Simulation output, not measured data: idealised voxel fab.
Presented below is a process module, voxel transistor to metal.
It is cross-section cut that appears here, measuring 175 nm in width, its square cells being 5 nm in size.
Throughout this document, each cross-section is represented as a grid of square cells and is presented as a sequence of bands enumerated from the top downward, where a band comprises one or more rows of cells.
Heights first: top, then bottom, in nm. Then materials, left to right, each with a width in nm. "full width" on a single material: fills the band edge to edge. "empty": empty space.
Heads up on the height convention: 0 is the point under which the incoming wafer is all one material, and the lowest band has no bottom, it just keeps going down, like "top 0, no bottom".
Width "30..40": first value at the band's top row of cells, second value at its bottom row, equal change from row to row.
Take "identical to before" at face value: in the step it is given for, the cross-section changed in none of its cells.
Enclosed voids (no open way to top), threshold 8 cells or more, entry "Fully sealed cavities", notation width x height at distance, distance from left edge, nm.
Post-settings text on a step line: simulator's own remark regarding the step.
overlay nm: how far to the right of its planned place the mask lay on this masked step (negative: to the left).
Pairs, read this way: before one process step on the one hand, after it on the other, the after cross-section ending at the lowest band that changed; the step between, settings included, beneath. Same starting wafer throughout, but possibly different runs of this module, so no pair continues from the pair above unless its entry headed "Ex-ante state" says so.
# Ex-ante state
    top 35, bottom 30 = W full width
    top 30, bottom 25 = 45 nm TiN; 5 nm W; 75 nm TiN; 5 nm W; 45 nm TiN
    top 25, bottom 15 = 40 nm SiO2; 5 nm TiN; 5 nm W; 5 nm TiN; 65 nm SiO2; 5 nm TiN; 5 nm W; 5 nm TiN; 40 nm SiO2
    top 15, bottom 10 = 40 nm SiO2; 15 nm TiN; 65 nm SiO2; 15 nm TiN; 40 nm SiO2
    top 10, bottom 5 = 40 nm SiO2; 10 nm TiN; 15 nm SiGe; 5 nm SiN; 5 nm HfO2; 5 nm TiN; 15 nm W; 5 nm TiN; 5 nm HfO2; 5 nm SiN; 15 nm SiGe; 10 nm TiN; 40 nm SiO2
    top 5, bottom 0 = 40 nm SiO2; 10 nm TiN; 15 nm SiGe; 5 nm SiN; 5 nm HfO2; 25 nm TiN; 5 nm HfO2; 5 nm SiN; 15 nm SiGe; 10 nm TiN; 40 nm SiO2
    top 0, bottom -5 = 35 nm SiO2; 5 nm SiN; 25 nm SiGe; 45 nm HfO2; 25 nm SiGe; 5 nm SiN; 35 nm SiO2
    top -5, bottom -15 = 40 nm SiO2; 25 nm SiGe; 45 nm Si; 25 nm SiGe; 40 nm SiO2
    top -15, bottom -35 = 40 nm SiO2; 95 nm Si; 40 nm SiO2
    top -35, no bottom = Si full width
    Fully sealed cavities: none
# Post-Step Geometry
    top 25, bottom 15 = 40 nm SiO2; 5 nm TiN; 5 nm W; 5 nm TiN; 65 nm SiO2; 5 nm TiN; 5 nm W; 5 nm TiN; 40 nm SiO2
    Everything under 15 stays put, no change at all.
    Fully sealed cavities: none
As a process note, the step between the before and after cross-sections shown above is CMP with height nm 25
Ex-ante state: as shown after the step in the preceding pair, directly above.
# Post-Step Geometry
    top 30, bottom 25 = TiN full width
    Everything under 25 stays put, no change at all.
    Fully sealed cavities: none
As a process note, the step between the before and after cross-sections shown above is DIRECTIONAL_DEP with material TiN, thk nm 5
Ex-ante state: as shown after the step in the preceding pair, directly above.
# Post-Step Geometry
    top 45, bottom 30 = W full width
    Everything under 30 stays put, no change at all.
    Fully sealed cavities: none
As a process note, the step between the before and after cross-sections shown above is DIRECTIONAL_DEP with material W, thk nm 15
Ex-ante state: as shown after the step in the preceding pair, directly above.
# Post-Step Geometry
    top 45, bottom 30 = 40 nm empty; 15 nm W; 65 nm empty; 15 nm W; 40 nm empty
    Everything under 30 stays put, no change at all.
    Fully sealed cavities: none
As a process note, the step between the before and after cross-sections shown above is MASKED_ETCH with tone cover, mask id METAL_1, width nm 15, pitch nm 80, etch materials W, depth nm 15, overlay nm 0
Ex-ante state: as shown after the step in the preceding pair, directly above.
# Post-Step Geometry
    top 45, bottom 30 = 40 nm empty; 15 nm W; 65 nm empty; 15 nm W; 40 nm empty
    top 30, bottom 25 = 40 nm empty; 15 nm TiN; 65 nm empty; 15 nm TiN; 40 nm empty
    Everything under 25 stays put, no change at all.
    Fully sealed cavities: none
As a process note, the step between the before and after cross-sections shown above is MASKED_ETCH with tone cover, mask id METAL_1, width nm 15, pitch nm 80, etch materials TiN, depth nm 5, overlay nm 0
Ex-ante state: as shown after the step in the preceding pair, directly above.
# Post-Step Geometry
    top 50, bottom 45 = 35 nm empty; 25 nm SiCN; 55 nm empty; 25 nm SiCN; 35 nm empty
    top 45, bottom 30 = 35 nm empty; 5 nm SiCN; 15 nm W; 5 nm SiCN; 55 nm empty; 5 nm SiCN; 15 nm W; 5 nm SiCN; 35 nm empty
    top 30, bottom 25 = 40 nm SiCN; 15 nm TiN; 65 nm SiCN; 15 nm TiN; 40 nm SiCN
    Everything under 25 stays put, no change at all.
    Fully sealed cavities: none
As a process note, the step between the before and after cross-sections shown above is CONFORMAL_DEP with material SiCN, thk nm 5
Ex-ante state: as shown after the step in the preceding pair, directly above.
# Post-Step Geometry
    top 55, bottom 50 = lowk full width
    top 50, bottom 45 = 35 nm lowk; 25 nm SiCN; 55 nm lowk; 25 nm SiCN; 35 nm lowk
    top 45, bottom 30 = 35 nm lowk; 5 nm SiCN; 15 nm W; 5 nm SiCN; 55 nm lowk; 5 nm SiCN; 15 nm W; 5 nm SiCN; 35 nm lowk
    Everything under 30 stays put, no change at all.
    Fully sealed cavities: none
As a process note, the step between the before and after cross-sections shown above is FILL_DEP with material lowk, thk nm 5
Ex-ante state: as shown after the step in the preceding pair, directly above.
# Post-Step Geometry
    top 45, bottom 30 = 35 nm lowk; 5 nm SiCN; 15 nm W; 5 nm SiCN; 55 nm lowk; 5 nm SiCN; 15 nm W; 5 nm SiCN; 35 nm lowk
    Everything under 30 stays put, no change at all.
    Fully sealed cavities: none
As a process note, the step between the before and after cross-sections shown above is CMP with height nm 45
Ex-ante state: as shown after the step in the preceding pair, directly above.
# Post-Step Geometry
    top 50, bottom 45 = SiCN full width
    Everything under 45 stays put, no change at all.
    Fully sealed cavities: none
As a process note, the step between the before and after cross-sections shown above is CONFORMAL_DEP with material SiCN, thk nm 5
Ex-ante state: as shown after the step in the preceding pair, directly above.
# Post-Step Geometry
    top 80, bottom 50 = SiO2 full width
    Everything under 50 stays put, no change at all.
    Fully sealed cavities: none
As a process note, the step between the before and after cross-sections shown above is DIRECTIONAL_DEP with material SiO2, thk nm 30
Ex-ante state: as shown after the step in the preceding pair, directly above.
# Post-Step Geometry
    top 95, bottom 80 = 40 nm resist; 15 nm empty; 65 nm resist; 15 nm empty; 40 nm resist
    Everything under 80 stays put, no change at all.
    Fully sealed cavities: none
As a process note, the step between the before and after cross-sections shown above is PATTERN with tone open, mask id METAL_2, material resist, width nm 15, pitch nm 80, thk nm 15, overlay nm 0
Ex-ante state: as shown after the step in the preceding pair, directly above.
# Post-Step Geometry
    top 95, bottom 80 = 40 nm resist; 15 nm empty; 65 nm resist; 15 nm empty; 40 nm resist
    top 80, bottom 65 = 40 nm SiO2; 15 nm empty; 65 nm SiO2; 15 nm empty; 40 nm SiO2
    Everything under 65 stays put, no change at all.
    Fully sealed cavities: none
As a process note, the step between the before and after cross-sections shown above is DIRECTIONAL_ETCH with etch materials SiO2, depth nm 15
Ex-ante state: as shown after the step in the preceding pair, directly above.
# Post-Step Geometry
    top 80, bottom 65 = 40 nm SiO2; 15 nm empty; 65 nm SiO2; 15 nm empty; 40 nm SiO2
    Everything under 65 stays put, no change at all.
    Fully sealed cavities: none
As a process note, the step between the before and after cross-sections shown above is STRIP with etch materials resist
Ex-ante state: as shown after the step in the preceding pair, directly above.
# Post-Step Geometry
    top 90, bottom 80 = 40 nm aC; 15 nm empty; 65 nm aC; 15 nm empty; 40 nm aC
    top 80, bottom 75 = 40 nm SiO2; 15 nm empty; 65 nm SiO2; 15 nm empty; 40 nm SiO2
    top 75, bottom 65 = 40 nm SiO2; 15 nm aC; 65 nm SiO2; 15 nm aC; 40 nm SiO2
    Everything under 65 stays put, no change at all.
    Fully sealed cavities: none
As a process note, the step between the before and after cross-sections shown above is DIRECTIONAL_DEP with material aC, thk nm 10
Ex-ante state: as shown after the step in the preceding pair, directly above.
# Post-Step Geometry
    top 120, bottom 90 = 40 nm resist; 15 nm empty; 65 nm resist; 15 nm empty; 40 nm resist
    Everything under 90 stays put, no change at all.
    Fully sealed cavities: none
As a process note, the step between the before and after cross-sections shown above is PATTERN with tone open, mask id METAL_2_HOLES, material resist, width nm 15, pitch nm 80, thk nm 30, overlay nm 0
Ex-ante state: as shown after the step in the preceding pair, directly above.
# Post-Step Geometry
    top 110, bottom 90 = 40 nm resist; 15 nm empty; 65 nm resist; 15 nm empty; 40 nm resist
    top 90, bottom 80 = 40 nm aC; 15 nm empty; 65 nm aC; 15 nm empty; 40 nm aC
    top 80, bottom 65 = 40 nm SiO2; 15 nm empty; 65 nm SiO2; 15 nm empty; 40 nm SiO2
    Everything under 65 stays put, no change at all.
    Fully sealed cavities: none
As a process note, the step between the before and after cross-sections shown above is DIRECTIONAL_ETCH with etch materials aC, depth nm 10
Ex-ante state: as shown after the step in the preceding pair, directly above.
# Post-Step Geometry
    top 90, bottom 80 = 40 nm aC; 15 nm empty; 65 nm aC; 15 nm empty; 40 nm aC
    Everything under 80 stays put, no change at all.
    Fully sealed cavities: none
As a process note, the step between the before and after cross-sections shown above is STRIP with etch materials resist
Ex-ante state: as shown after the step in the preceding pair, directly above.
# Post-Step Geometry
    top 90, bottom 80 = 40 nm aC; 15 nm empty; 65 nm aC; 15 nm empty; 40 nm aC
    top 80, bottom 50 = 40 nm SiO2; 15 nm empty; 65 nm SiO2; 15 nm empty; 40 nm SiO2
    Everything under 50 stays put, no change at all.
    Fully sealed cavities: none
As a process note, the step between the before and after cross-sections shown above is DIRECTIONAL_ETCH with etch materials SiO2, depth nm 15
Ex-ante state: as shown after the step in the preceding pair, directly above.
# Post-Step Geometry
    top 90, bottom 80 = 40 nm aC; 15 nm empty; 65 nm aC; 15 nm empty; 40 nm aC
    top 80, bottom 50 = 40 nm SiO2; 15 nm empty; 65 nm SiO2; 15 nm empty; 40 nm SiO2
    top 50, bottom 45 = 40 nm SiCN; 15 nm empty; 65 nm SiCN; 15 nm empty; 40 nm SiCN
    Everything under 45 stays put, no change at all.
    Fully sealed cavities: none
As a process note, the step between the before and after cross-sections shown above is DIRECTIONAL_ETCH with etch materials SiCN, depth nm 5
Ex-ante state: as shown after the step in the preceding pair, directly above.
# Post-Step Geometry
    top 80, bottom 50 = 40 nm SiO2; 15 nm empty; 65 nm SiO2; 15 nm empty; 40 nm SiO2
    Everything under 50 stays put, no change at all.
    Fully sealed cavities: none
As a process note, the step between the before and after cross-sections shown above is STRIP with etch materials aC
Ex-ante state: as shown after the step in the preceding pair, directly above.
# Post-Step Geometry
    top 85, bottom 80 = 45 nm TiN; 5 nm empty; 75 nm TiN; 5 nm empty; 45 nm TiN
    top 80, bottom 50 = 40 nm SiO2; 5 nm TiN; 5 nm empty; 5 nm TiN; 65 nm SiO2; 5 nm TiN; 5 nm empty; 5 nm TiN; 40 nm SiO2
    top 50, bottom 45 = 40 nm SiCN; 15 nm TiN; 65 nm SiCN; 15 nm TiN; 40 nm SiCN
    Everything under 45 stays put, no change at all.
    Fully sealed cavities: none
As a process note, the step between the before and after cross-sections shown above is CONFORMAL_DEP with material TiN, thk nm 5
Ex-ante state: as shown after the step in the preceding pair, directly above.
# Post-Step Geometry
    top 95, bottom 85 = Cu full width
    top 85, bottom 80 = 45 nm TiN; 5 nm Cu; 75 nm TiN; 5 nm Cu; 45 nm TiN
    top 80, bottom 50 = 40 nm SiO2; 5 nm TiN; 5 nm Cu; 5 nm TiN; 65 nm SiO2; 5 nm TiN; 5 nm Cu; 5 nm TiN; 40 nm SiO2
    Everything under 50 stays put, no change at all.
    Fully sealed cavities: none
As a process note, the step between the before and after cross-sections shown above is FILL_DEP with material Cu, thk nm 10
Ex-ante state: as shown after the step in the preceding pair, directly above.
# Post-Step Geometry
    top 80, bottom 50 = 40 nm SiO2; 5 nm TiN; 5 nm Cu; 5 nm TiN; 65 nm SiO2; 5 nm TiN; 5 nm Cu; 5 nm TiN; 40 nm SiO2
    Everything under 50 stays put, no change at all.
    Fully sealed cavities: none
As a process note, the step between the before and after cross-sections shown above is CMP with height nm 80
Ex-ante state: as shown after the step in the preceding pair, directly above.
# Post-Step Geometry
    top 85, bottom 80 = SiCN full width
    Everything under 80 stays put, no change at all.
    Fully sealed cavities: none
As a process note, the step between the before and after cross-sections shown above is CONFORMAL_DEP with material SiCN, thk nm 5
# Ex-ante state
    top 35, bottom 30 = W full width
    top 30, bottom 25 = 45 nm TiN; 5 nm W; 75 nm TiN; 5 nm W; 45 nm TiN
    top 25, bottom 10 = 40 nm SiO2; 5 nm TiN; 5 nm W; 5 nm TiN; 65 nm SiO2; 5 nm TiN; 5 nm W; 5 nm TiN; 40 nm SiO2
    top 10, bottom 5 = 40 nm SiO2; 15 nm TiN; 10 nm SiO2; 5 nm SiN; 5 nm HfO2; 5 nm TiN; 15 nm W; 5 nm TiN; 5 nm HfO2; 5 nm SiN; 10 nm SiO2; 15 nm TiN; 40 nm SiO2
    top 5, bottom 0 = 40 nm SiO2; 10 nm TiN; 15 nm SiGe; 5 nm SiN; 5 nm HfO2; 5 nm TiN; 15 nm W; 5 nm TiN; 5 nm HfO2; 5 nm SiN; 15 nm SiGe; 10 nm TiN; 40 nm SiO2
    top 0, bottom -5 = 40 nm SiO2; 10 nm TiN; 15 nm SiGe; 5 nm SiN; 5 nm HfO2; 25 nm TiN; 5 nm HfO2; 5 nm SiN; 15 nm SiGe; 10 nm TiN; 40 nm SiO2
    top -5, bottom -10 = 35 nm SiO2; 30 nm SiGe; 45 nm HfO2; 30 nm SiGe; 35 nm SiO2
    top -10, bottom -20 = 40 nm SiO2; 25 nm SiGe; 45 nm Si; 25 nm SiGe; 40 nm SiO2
    top -20, bottom -35 = 40 nm SiO2; 95 nm Si; 40 nm SiO2
    top -35, no bottom = Si full width
    Fully sealed cavities: none
# Post-Step Geometry
    top 20, bottom 10 = 40 nm SiO2; 5 nm TiN; 5 nm W; 5 nm TiN; 65 nm SiO2; 5 nm TiN; 5 nm W; 5 nm TiN; 40 nm SiO2
    Everything under 10 stays put, no change at all.
    Fully sealed cavities: none
As a process note, the step between the before and after cross-sections shown above is CMP with height nm 20
Ex-ante state: as shown after the step in the preceding pair, directly above.
# Post-Step Geometry
    top 25, bottom 20 = TiN full width
    Everything under 20 stays put, no change at all.
    Fully sealed cavities: none
As a process note, the step between the before and after cross-sections shown above is DIRECTIONAL_DEP with material TiN, thk nm 5
Ex-ante state: as shown after the step in the preceding pair, directly above.
# Post-Step Geometry
    top 40, bottom 25 = W full width
    Everything under 25 stays put, no change at all.
    Fully sealed cavities: none
As a process note, the step between the before and after cross-sections shown above is DIRECTIONAL_DEP with material W, thk nm 15
Ex-ante state: as shown after the step in the preceding pair, directly above.
# Post-Step Geometry
    top 40, bottom 25 = 40 nm empty; 15 nm W; 65 nm empty; 15 nm W; 40 nm empty
    Everything under 25 stays put, no change at all.
    Fully sealed cavities: none
As a process note, the step between the before and after cross-sections shown above is MASKED_ETCH with tone cover, mask id METAL_1, width nm 15, pitch nm 80, etch materials W, depth nm 15, overlay nm 0
Ex-ante state: as shown after the step in the preceding pair, directly above.
# Post-Step Geometry
    top 40, bottom 25 = 40 nm empty; 15 nm W; 65 nm empty; 15 nm W; 40 nm empty
    top 25, bottom 20 = 40 nm empty; 15 nm TiN; 65 nm empty; 15 nm TiN; 40 nm empty
    Everything under 20 stays put, no change at all.
    Fully sealed cavities: none
As a process note, the step between the before and after cross-sections shown above is MASKED_ETCH with tone cover, mask id METAL_1, width nm 15, pitch nm 80, etch materials TiN, depth nm 5, overlay nm 0
Ex-ante state: as shown after the step in the preceding pair, directly above.
# Post-Step Geometry
    top 45, bottom 40 = 35 nm empty; 25 nm SiCN; 55 nm empty; 25 nm SiCN; 35 nm empty
    top 40, bottom 25 = 35 nm empty; 5 nm SiCN; 15 nm W; 5 nm SiCN; 55 nm empty; 5 nm SiCN; 15 nm W; 5 nm SiCN; 35 nm empty
    top 25, bottom 20 = 40 nm SiCN; 15 nm TiN; 65 nm SiCN; 15 nm TiN; 40 nm SiCN
    Everything under 20 stays put, no change at all.
    Fully sealed cavities: none
As a process note, the step between the before and after cross-sections shown above is CONFORMAL_DEP with material SiCN, thk nm 5
Ex-ante state: as shown after the step in the preceding pair, directly above.
# Post-Step Geometry
    top 50, bottom 45 = lowk full width
    top 45, bottom 40 = 35 nm lowk; 25 nm SiCN; 55 nm lowk; 25 nm SiCN; 35 nm lowk
    top 40, bottom 25 = 35 nm lowk; 5 nm SiCN; 15 nm W; 5 nm SiCN; 55 nm lowk; 5 nm SiCN; 15 nm W; 5 nm SiCN; 35 nm lowk
    Everything under 25 stays put, no change at all.
    Fully sealed cavities: none
As a process note, the step between the before and after cross-sections shown above is FILL_DEP with material lowk, thk nm 5
Ex-ante state: as shown after the step in the preceding pair, directly above.
# Post-Step Geometry
    top 45, bottom 40 = 35 nm lowk; 25 nm SiCN; 55 nm lowk; 25 nm SiCN; 35 nm lowk
    Everything under 40 stays put, no change at all.
    Fully sealed cavities: none
As a process note, the step between the before and after cross-sections shown above is CMP with height nm 45
Ex-ante state: as shown after the step in the preceding pair, directly above.
# Post-Step Geometry
    top 50, bottom 45 = SiCN full width
    Everything under 45 stays put, no change at all.
    Fully sealed cavities: none
As a process note, the step between the before and after cross-sections shown above is CONFORMAL_DEP with material SiCN, thk nm 5
Ex-ante state: as shown after the step in the preceding pair, directly above.
# Post-Step Geometry
    top 80, bottom 50 = SiO2 full width
    Everything under 50 stays put, no change at all.
    Fully sealed cavities: none
As a process note, the step between the before and after cross-sections shown above is DIRECTIONAL_DEP with material SiO2, thk nm 30
Ex-ante state: as shown after the step in the preceding pair, directly above.
# Post-Step Geometry
    top 95, bottom 80 = 40 nm resist; 15 nm empty; 65 nm resist; 15 nm empty; 40 nm resist
    Everything under 80 stays put, no change at all.
    Fully sealed cavities: none
As a process note, the step between the before and after cross-sections shown above is PATTERN with tone open, mask id METAL_2, material resist, width nm 15, pitch nm 80, thk nm 15, overlay nm 0
Ex-ante state: as shown after the step in the preceding pair, directly above.
# Post-Step Geometry
    top 95, bottom 80 = 40 nm resist; 15 nm empty; 65 nm resist; 15 nm empty; 40 nm resist
    top 80, bottom 65 = 40 nm SiO2; 15 nm empty; 65 nm SiO2; 15 nm empty; 40 nm SiO2
    Everything under 65 stays put, no change at all.
    Fully sealed cavities: none
As a process note, the step between the before and after cross-sections shown above is DIRECTIONAL_ETCH with etch materials SiO2, depth nm 15
Ex-ante state: as shown after the step in the preceding pair, directly above.
# Post-Step Geometry
    top 80, bottom 65 = 40 nm SiO2; 15 nm empty; 65 nm SiO2; 15 nm empty; 40 nm SiO2
    Everything under 65 stays put, no change at all.
    Fully sealed cavities: none
As a process note, the step between the before and after cross-sections shown above is STRIP with etch materials resist
Ex-ante state: as shown after the step in the preceding pair, directly above.
# Post-Step Geometry
    top 90, bottom 80 = 40 nm aC; 15 nm empty; 65 nm aC; 15 nm empty; 40 nm aC
    top 80, bottom 75 = 40 nm SiO2; 15 nm empty; 65 nm SiO2; 15 nm empty; 40 nm SiO2
    top 75, bottom 65 = 40 nm SiO2; 15 nm aC; 65 nm SiO2; 15 nm aC; 40 nm SiO2
    Everything under 65 stays put, no change at all.
    Fully sealed cavities: none
As a process note, the step between the before and after cross-sections shown above is DIRECTIONAL_DEP with material aC, thk nm 10
Ex-ante state: as shown after the step in the preceding pair, directly above.
# Post-Step Geometry
    top 120, bottom 90 = 40 nm resist; 15 nm empty; 65 nm resist; 15 nm empty; 40 nm resist
    Everything under 90 stays put, no change at all.
    Fully sealed cavities: none
As a process note, the step between the before and after cross-sections shown above is PATTERN with tone open, mask id METAL_2_HOLES, material resist, width nm 15, pitch nm 80, thk nm 30, overlay nm 0
Ex-ante state: as shown after the step in the preceding pair, directly above.
# Post-Step Geometry
    top 110, bottom 90 = 40 nm resist; 15 nm empty; 65 nm resist; 15 nm empty; 40 nm resist
    top 90, bottom 80 = 40 nm aC; 15 nm empty; 65 nm aC; 15 nm empty; 40 nm aC
    top 80, bottom 65 = 40 nm SiO2; 15 nm empty; 65 nm SiO2; 15 nm empty; 40 nm SiO2
    Everything under 65 stays put, no change at all.
    Fully sealed cavities: none
As a process note, the step between the before and after cross-sections shown above is DIRECTIONAL_ETCH with etch materials aC, depth nm 10
Ex-ante state: as shown after the step in the preceding pair, directly above.
# Post-Step Geometry
    top 90, bottom 80 = 40 nm aC; 15 nm empty; 65 nm aC; 15 nm empty; 40 nm aC
    Everything under 80 stays put, no change at all.
    Fully sealed cavities: none
As a process note, the step between the before and after cross-sections shown above is STRIP with etch materials resist
Ex-ante state: as shown after the step in the preceding pair, directly above.
# Post-Step Geometry
    top 90, bottom 80 = 40 nm aC; 15 nm empty; 65 nm aC; 15 nm empty; 40 nm aC
    top 80, bottom 50 = 40 nm SiO2; 15 nm empty; 65 nm SiO2; 15 nm empty; 40 nm SiO2
    Everything under 50 stays put, no change at all.
    Fully sealed cavities: none
As a process note, the step between the before and after cross-sections shown above is DIRECTIONAL_ETCH with etch materials SiO2, depth nm 15
Ex-ante state: as shown after the step in the preceding pair, directly above.
# Post-Step Geometry
    top 90, bottom 80 = 40 nm aC; 15 nm empty; 65 nm aC; 15 nm empty; 40 nm aC
    top 80, bottom 50 = 40 nm SiO2; 15 nm empty; 65 nm SiO2; 15 nm empty; 40 nm SiO2
    top 50, bottom 45 = 40 nm SiCN; 15 nm empty; 65 nm SiCN; 15 nm empty; 40 nm SiCN
    Everything under 45 stays put, no change at all.
    Fully sealed cavities: none
As a process note, the step between the before and after cross-sections shown above is DIRECTIONAL_ETCH with etch materials SiCN, depth nm 5
Ex-ante state: as shown after the step in the preceding pair, directly above.
# Post-Step Geometry
    top 80, bottom 50 = 40 nm SiO2; 15 nm empty; 65 nm SiO2; 15 nm empty; 40 nm SiO2
    Everything under 50 stays put, no change at all.
    Fully sealed cavities: none
As a process note, the step between the before and after cross-sections shown above is STRIP with etch materials aC
Ex-ante state: as shown after the step in the preceding pair, directly above.
# Post-Step Geometry
    top 85, bottom 80 = 45 nm TiN; 5 nm empty; 75 nm TiN; 5 nm empty; 45 nm TiN
    top 80, bottom 50 = 40 nm SiO2; 5 nm TiN; 5 nm empty; 5 nm TiN; 65 nm SiO2; 5 nm TiN; 5 nm empty; 5 nm TiN; 40 nm SiO2
    top 50, bottom 45 = 40 nm SiCN; 15 nm TiN; 65 nm SiCN; 15 nm TiN; 40 nm SiCN
    Everything under 45 stays put, no change at all.
    Fully sealed cavities: none
As a process note, the step between the before and after cross-sections shown above is CONFORMAL_DEP with material TiN, thk nm 5
Ex-ante state: as shown after the step in the preceding pair, directly above.
# Post-Step Geometry
    top 95, bottom 85 = Cu full width
    top 85, bottom 80 = 45 nm TiN; 5 nm Cu; 75 nm TiN; 5 nm Cu; 45 nm TiN
    top 80, bottom 50 = 40 nm SiO2; 5 nm TiN; 5 nm Cu; 5 nm TiN; 65 nm SiO2; 5 nm TiN; 5 nm Cu; 5 nm TiN; 40 nm SiO2
    Everything under 50 stays put, no change at all.
    Fully sealed cavities: none
As a process note, the step between the before and after cross-sections shown above is FILL_DEP with material Cu, thk nm 10
Ex-ante state: as shown after the step in the preceding pair, directly above.
# Post-Step Geometry
    top 80, bottom 50 = 40 nm SiO2; 5 nm TiN; 5 nm Cu; 5 nm TiN; 65 nm SiO2; 5 nm TiN; 5 nm Cu; 5 nm TiN; 40 nm SiO2
    Everything under 50 stays put, no change at all.
    Fully sealed cavities: none
As a process note, the step between the before and after cross-sections shown above is CMP with height nm 80
Ex-ante state: as shown after the step in the preceding pair, directly above.
# Post-Step Geometry
    top 85, bottom 80 = SiCN full width
    Everything under 80 stays put, no change at all.
    Fully sealed cavities: none
As a process note, the step between the before and after cross-sections shown above is CONFORMAL_DEP with material SiCN, thk nm 5
# Ex-ante state
    top 45, bottom 30 = W full width
    top 30, bottom 25 = TiN full width
    top 25, bottom 10 = 40 nm SiO2; 5 nm TiN; 5 nm W; 5 nm TiN; 65 nm SiO2; 5 nm TiN; 5 nm W; 5 nm TiN; 40 nm SiO2
    top 10, bottom 5 = 40 nm SiO2; 15 nm TiN; 10 nm SiO2; 5 nm SiN; 5 nm HfO2; 5 nm TiN; 15 nm W; 5 nm TiN; 5 nm HfO2; 5 nm SiN; 10 nm SiO2; 15 nm TiN; 40 nm SiO2
    top 5, bottom 0 = 40 nm SiO2; 10 nm TiN; 15 nm SiGe; 5 nm SiN; 5 nm HfO2; 5 nm TiN; 15 nm W; 5 nm TiN; 5 nm HfO2; 5 nm SiN; 15 nm SiGe; 10 nm TiN; 40 nm SiO2
    top 0, bottom -5 = 40 nm SiO2; 10 nm TiN; 15 nm SiGe; 5 nm SiN; 5 nm HfO2; 25 nm TiN; 5 nm HfO2; 5 nm SiN; 15 nm SiGe; 10 nm TiN; 40 nm SiO2
    top -5, bottom -10 = 35 nm SiO2; 30 nm SiGe; 45 nm HfO2; 30 nm SiGe; 35 nm SiO2
    top -10, bottom -20 = 40 nm SiO2; 25 nm SiGe; 45 nm Si; 25 nm SiGe; 40 nm SiO2
    top -20, bottom -35 = 40 nm SiO2; 95 nm Si; 40 nm SiO2
    top -35, no bottom = Si full width
    Fully sealed cavities: none
# Post-Step Geometry
    top 45, bottom 30 = 35 nm empty; 25 nm W; 55 nm empty; 25 nm W; 35 nm empty
    Everything under 30 stays put, no change at all.
    Fully sealed cavities: none
As a process note, the step between the before and after cross-sections shown above is MASKED_ETCH with tone cover, mask id METAL_1, width nm 25, pitch nm 80, etch materials W, depth nm 15, overlay nm 0
Ex-ante state: as shown after the step in the preceding pair, directly above.
# Post-Step Geometry
    top 45, bottom 30 = 35 nm empty; 25 nm W; 55 nm empty; 25 nm W; 35 nm empty
    top 30, bottom 25 = 35 nm empty; 25 nm TiN; 55 nm empty; 25 nm TiN; 35 nm empty
    Everything under 25 stays put, no change at all.
    Fully sealed cavities: none
As a process note, the step between the before and after cross-sections shown above is MASKED_ETCH with tone cover, mask id METAL_1, width nm 15, pitch nm 80, etch materials TiN, depth nm 5, overlay nm 0
Ex-ante state: as shown after the step in the preceding pair, directly above.
# Post-Step Geometry
    top 50, bottom 45 = 30 nm empty; 35 nm SiCN; 45 nm empty; 35 nm SiCN; 30 nm empty
    top 45, bottom 30 = 30 nm empty; 5 nm SiCN; 25 nm W; 5 nm SiCN; 45 nm empty; 5 nm SiCN; 25 nm W; 5 nm SiCN; 30 nm empty
    top 30, bottom 25 = 35 nm SiCN; 25 nm TiN; 55 nm SiCN; 25 nm TiN; 35 nm SiCN
    Everything under 25 stays put, no change at all.
    Fully sealed cavities: none
As a process note, the step between the before and after cross-sections shown above is CONFORMAL_DEP with material SiCN, thk nm 5
Ex-ante state: as shown after the step in the preceding pair, directly above.
# Post-Step Geometry
    top 55, bottom 50 = lowk full width
    top 50, bottom 45 = 30 nm lowk; 35 nm SiCN; 45 nm lowk; 35 nm SiCN; 30 nm lowk
    top 45, bottom 30 = 30 nm lowk; 5 nm SiCN; 25 nm W; 5 nm SiCN; 45 nm lowk; 5 nm SiCN; 25 nm W; 5 nm SiCN; 30 nm lowk
    Everything under 30 stays put, no change at all.
    Fully sealed cavities: none
As a process note, the step between the before and after cross-sections shown above is FILL_DEP with material lowk, thk nm 5
Ex-ante state: as shown after the step in the preceding pair, directly above.
# Post-Step Geometry
    top 45, bottom 30 = 30 nm lowk; 5 nm SiCN; 25 nm W; 5 nm SiCN; 45 nm lowk; 5 nm SiCN; 25 nm W; 5 nm SiCN; 30 nm lowk
    Everything under 30 stays put, no change at all.
    Fully sealed cavities: none
As a process note, the step between the before and after cross-sections shown above is CMP with height nm 45
Ex-ante state: as shown after the step in the preceding pair, directly above.
# Post-Step Geometry
    top 50, bottom 45 = SiCN full width
    Everything under 45 stays put, no change at all.
    Fully sealed cavities: none
As a process note, the step between the before and after cross-sections shown above is CONFORMAL_DEP with material SiCN, thk nm 5
Ex-ante state: as shown after the step in the preceding pair, directly above.
# Post-Step Geometry
    top 80, bottom 50 = SiO2 full width
    Everything under 50 stays put, no change at all.
    Fully sealed cavities: none
As a process note, the step between the before and after cross-sections shown above is DIRECTIONAL_DEP with material SiO2, thk nm 30
Ex-ante state: as shown after the step in the preceding pair, directly above.
# Post-Step Geometry
    top 95, bottom 80 = 40 nm resist; 15 nm empty; 65 nm resist; 15 nm empty; 40 nm resist
    Everything under 80 stays put, no change at all.
    Fully sealed cavities: none
As a process note, the step between the before and after cross-sections shown above is PATTERN with tone open, mask id METAL_2, material resist, width nm 15, pitch nm 80, thk nm 15, overlay nm 0
Ex-ante state: as shown after the step in the preceding pair, directly above.
# Post-Step Geometry
    top 95, bottom 80 = 40 nm resist; 15 nm empty; 65 nm resist; 15 nm empty; 40 nm resist
    top 80, bottom 65 = 40 nm SiO2; 15 nm empty; 65 nm SiO2; 15 nm empty; 40 nm SiO2
    Everything under 65 stays put, no change at all.
    Fully sealed cavities: none
As a process note, the step between the before and after cross-sections shown above is DIRECTIONAL_ETCH with etch materials SiO2, depth nm 15
Ex-ante state: as shown after the step in the preceding pair, directly above.
# Post-Step Geometry
    top 80, bottom 65 = 40 nm SiO2; 15 nm empty; 65 nm SiO2; 15 nm empty; 40 nm SiO2
    Everything under 65 stays put, no change at all.
    Fully sealed cavities: none
As a process note, the step between the before and after cross-sections shown above is STRIP with etch materials resist
Ex-ante state: as shown after the step in the preceding pair, directly above.
# Post-Step Geometry
    top 90, bottom 80 = 40 nm aC; 15 nm empty; 65 nm aC; 15 nm empty; 40 nm aC
    top 80, bottom 75 = 40 nm SiO2; 15 nm empty; 65 nm SiO2; 15 nm empty; 40 nm SiO2
    top 75, bottom 65 = 40 nm SiO2; 15 nm aC; 65 nm SiO2; 15 nm aC; 40 nm SiO2
    Everything under 65 stays put, no change at all.
    Fully sealed cavities: none
As a process note, the step between the before and after cross-sections shown above is DIRECTIONAL_DEP with material aC, thk nm 10
